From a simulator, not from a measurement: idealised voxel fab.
This section sets out a process module, namely voxel transistor to metal.
Displayed cross-section: cut, width of 145 nm, square cells sized 5 nm.
Notation: cross-section as square-cell grid; stated in bands, top first, going down; one or more cell rows per band.
Band entry format. Leading values: height of top, height of bottom, nm. Remainder: materials in left-to-right order, each with its width in nm. Special words: "full width" on a single material, which then fills the band edge to edge; "air", empty space.
Measure heights from 0. That's the level where, below it, the as-received wafer is all one material. The lowest band is bottomless and extends downward; write it as in "from 0 down".
It should be noted that a width expressed as "30 to 40" varies in equal increments from row to row of cells within the band, taking the value of the first number at the top row and that of the second number at the bottom row.
The cross-section has no changed cell in any step marked "same as before".
"Closed-off voids" - sealed voids, min. 8 cells, no opening to top; format: width x height at distance (distance from left edge; nm throughout).
If you see something after the settings on a step's line, that's the simulator's own remark about that step.
The optional step-line setting "overlay nm" applies to steps with a mask and quantifies how far to the right of its planned location the mask lay, a negative value indicating leftward placement.

Process steps foreseen in the plan
| 1 | RECEIVE | material Si |
| 2 | CONFORMAL_DEP | material SiO2 | thk nm 5 |
| 3 | CONFORMAL_DEP | material SiN | thk nm 15 |
| 4 | DIRECTIONAL_DEP | material aC | thk nm 15 |
| 5 | PATTERN | tone cover | mask id ACTIVE | material resist | width nm 95 | thk nm 30 | overlay nm 0 |
| 6 | DIRECTIONAL_ETCH | etch materials aC | depth nm 15 |
| 7 | STRIP | etch materials resist |
| 8 | DIRECTIONAL_ETCH | etch materials SiN | depth nm 15 |
| 9 | DIRECTIONAL_ETCH | etch materials SiO2 | depth nm 5 |
| 10 | DIRECTIONAL_ETCH | etch materials Si | depth nm 35 |
| 11 | STRIP | etch materials aC |
| 12 | OXIDIZE | depth nm 5 |
| 13 | FILL_DEP | material SiO2 | thk nm 10 |
| 14 | CMP | height nm 20 |
| 15 | SELECTIVE_ETCH | etch materials SiO2 | depth nm 10 |
| 16 | STRIP | etch materials SiN |
| 17 | SELECTIVE_ETCH | etch materials SiO2 | depth nm 5 |
| 18 | OXIDIZE | depth nm 5 |
| 19 | DIRECTIONAL_DEP | material polySi | thk nm 30 |
| 20 | DIRECTIONAL_DEP | material SiCN | thk nm 10 |
| 21 | DIRECTIONAL_DEP | material aC | thk nm 15 |
| 22 | PATTERN | tone cover | mask id GATE | material resist | width nm 15 | thk nm 35 | overlay nm 0 |
| 23 | DIRECTIONAL_ETCH | etch materials aC | depth nm 15 |
| 24 | STRIP | etch materials resist |
| 25 | DIRECTIONAL_ETCH | etch materials SiCN | depth nm 20 |
| 26 | DIRECTIONAL_ETCH | etch materials polySi | depth nm 40 |
| 27 | STRIP | etch materials aC |
| 28 | CONFORMAL_DEP | material SiN | thk nm 5 |
| 29 | DIRECTIONAL_ETCH | etch materials SiN | depth nm 5 |
| 30 | DIRECTIONAL_ETCH | etch materials SiO2 | depth nm 5 |
| 31 | DIRECTIONAL_ETCH | etch materials Si | depth nm 15 |
| 32 | EPI | material SiGe | thk nm 20 |
| 33 | FILL_DEP | material SiO2 | thk nm 5 |
| 34 | CMP | height nm 30 |
| 35 | STRIP | etch materials polySi |
| 36 | SELECTIVE_ETCH | etch materials SiO2 | depth nm 5 |
| 37 | CONFORMAL_DEP | material HfO2 | thk nm 5 |
| 38 | CONFORMAL_DEP | material TiN | thk nm 5 |
| 39 | FILL_DEP | material W | thk nm 10 |
| 40 | CMP | height nm 25 |
| 41 | DIRECTIONAL_DEP | material SiO2 | thk nm 10 |
| 42 | MASKED_ETCH | tone open | mask id CONTACT | width nm 15 | pitch nm 70 | etch materials SiO2 | depth nm 35 | overlay nm 0 |
| 43 | CONFORMAL_DEP | material TiN | thk nm 5 |
| 44 | FILL_DEP | material Ru | thk nm 10 |
| 45 | CMP | height nm 35 |
| 46 | CONFORMAL_DEP | material SiCN | thk nm 5 |
| 47 | DIRECTIONAL_DEP | material SiO2 | thk nm 20 |
| 48 | MASKED_ETCH | tone open | mask id METAL_1 | width nm 15 | pitch nm 70 | etch materials SiO2 | depth nm 20 | overlay nm 0 |
| 49 | MASKED_ETCH | tone open | mask id METAL_1 | width nm 15 | pitch nm 70 | etch materials SiCN | depth nm 5 | overlay nm 0 |
| 50 | CONFORMAL_DEP | material TiN | thk nm 5 |
| 51 | FILL_DEP | material W | thk nm 5 |
| 52 | CMP | height nm 60 |
| 53 | EPI | material Ru | thk nm 5 |
| 54 | FILL_DEP | material SiCN | thk nm 5 |
Wafer-to-wafer difference: width nm, step 22. Common start. Plan = first wafer's value.

Cross-section of the first of several wafers as received (after step 1)
* from 0 down: Si full width
* Closed-off voids: none

Cross-section of the first of several wafers, taken after step 54, where the module ends
* from 70 to 65: SiCN full width
* from 65 to 60: 25 SiCN | 25 Ru | 45 SiCN | 25 Ru | 25 SiCN
* from 60 to 40: 30 SiO2 | 5 TiN | 5 W | 5 TiN | 55 SiO2 | 5 TiN | 5 W | 5 TiN | 30 SiO2
* from 40 to 35: 30 SiCN | 15 TiN | 55 SiCN | 15 TiN | 30 SiCN
* from 35 to 25: 30 SiO2 | 5 TiN | 5 Ru | 5 TiN | 55 SiO2 | 5 TiN | 5 Ru | 5 TiN | 30 SiO2
* from 25 to 20: 30 SiO2 | 5 TiN | 5 Ru | 5 TiN | 15 SiO2 | 5 SiN | 5 HfO2 | 5 TiN | 5 HfO2 | 5 SiN | 15 SiO2 | 5 TiN | 5 Ru | 5 TiN | 30 SiO2
* from 20 to 15: 30 SiO2 | 15 TiN | 15 SiO2 | 5 SiN | 5 HfO2 | 5 TiN | 5 HfO2 | 5 SiN | 15 SiO2 | 15 TiN | 30 SiO2
* from 15 to 5: 30 SiO2 | 10 TiN | 20 SiGe | 5 SiN | 5 HfO2 | 5 TiN | 5 HfO2 | 5 SiN | 20 SiGe | 10 TiN | 30 SiO2
* from 5 to 0: 20 SiO2 | 5 SiN | 5 SiO2 | 10 TiN | 20 SiGe | 5 SiN | 5 HfO2 | 5 TiN | 5 HfO2 | 5 SiN | 20 SiGe | 10 TiN | 5 SiO2 | 5 SiN | 20 SiO2
* from 0 to -5: 25 SiO2 | 35 SiGe | 25 HfO2 | 35 SiGe | 25 SiO2
* from -5 to -20: 30 SiO2 | 30 SiGe | 25 Si | 30 SiGe | 30 SiO2
* from -20 to -40: 30 SiO2 | 85 Si | 30 SiO2
* from -40 down: Si full width
* Closed-off voids: none

X-section, last wafer, module end
* from 70 to 65: SiCN full width
* from 65 to 60: 25 SiCN | 25 Ru | 45 SiCN | 25 Ru | 25 SiCN
* from 60 to 40: 30 SiO2 | 5 TiN | 5 W | 5 TiN | 55 SiO2 | 5 TiN | 5 W | 5 TiN | 30 SiO2
* from 40 to 35: 30 SiCN | 15 TiN | 55 SiCN | 15 TiN | 30 SiCN
* from 35 to 25: 30 SiO2 | 5 TiN | 5 Ru | 5 TiN | 55 SiO2 | 5 TiN | 5 Ru | 5 TiN | 30 SiO2
* from 25 to 20: 30 SiO2 | 5 TiN | 5 Ru | 5 TiN | 5 SiO2 | 5 SiN | 5 HfO2 | 5 TiN | 20 W | 5 TiN | 5 HfO2 | 5 SiN | 5 TiN | 5 Ru | 5 TiN | 30 SiO2
* from 20 to 15: 30 SiO2 | 15 TiN | 5 SiO2 | 5 SiN | 5 HfO2 | 5 TiN | 20 W | 5 TiN | 5 HfO2 | 5 SiN | 15 TiN | 30 SiO2
* from 15 to 5: 30 SiO2 | 20 SiGe | 5 SiN | 5 HfO2 | 5 TiN | 20 W | 5 TiN | 5 HfO2 | 5 SiN | 20 SiGe | 25 SiO2
* from 5 to 0: 20 SiO2 | 5 SiN | 5 SiO2 | 20 SiGe | 5 SiN | 5 HfO2 | 30 TiN | 5 HfO2 | 5 SiN | 20 SiGe | 5 SiN | 20 SiO2
* from 0 to -5: 25 SiO2 | 25 SiGe | 50 HfO2 | 20 SiGe | 25 SiO2
* from -5 to -20: 30 SiO2 | 20 SiGe | 50 Si | 15 SiGe | 30 SiO2
* from -20 to -40: 30 SiO2 | 85 Si | 30 SiO2
* from -40 down: Si full width
* Closed-off voids: none

What follows is a table in which each wafer occupies a row; for the wafer as it stands at the close of the module, the row states, material by material, how many cells have been gained (+) or lost (-) since receipt, and then gives its closed voids
width nm 15, +15 HfO2, +16 Ru, -149 Si, +71 SiCN, +74 SiGe, +12 SiN, +302 SiO2, +57 TiN, +8 W, Closed-off voids: none
width nm 20, +16 HfO2, +16 Ru, -146 Si, +71 SiCN, +70 SiGe, +12 SiN, +300 SiO2, +59 TiN, +8 W, Closed-off voids: none
width nm 25, +17 HfO2, +16 Ru, -143 Si, +71 SiCN, +66 SiGe, +12 SiN, +298 SiO2, +57 TiN, +12 W, Closed-off voids: none
width nm 30, +18 HfO2, +16 Ru, -140 Si, +71 SiCN, +62 SiGe, +12 SiN, +296 SiO2, +55 TiN, +16 W, Closed-off voids: none
width nm 35, +19 HfO2, +16 Ru, -137 Si, +71 SiCN, +58 SiGe, +12 SiN, +294 SiO2, +53 TiN, +20 W, Closed-off voids: none
width nm 40, +20 HfO2, +16 Ru, -134 Si, +71 SiCN, +54 SiGe, +12 SiN, +289 SiO2, +54 TiN, +24 W, Closed-off voids: none
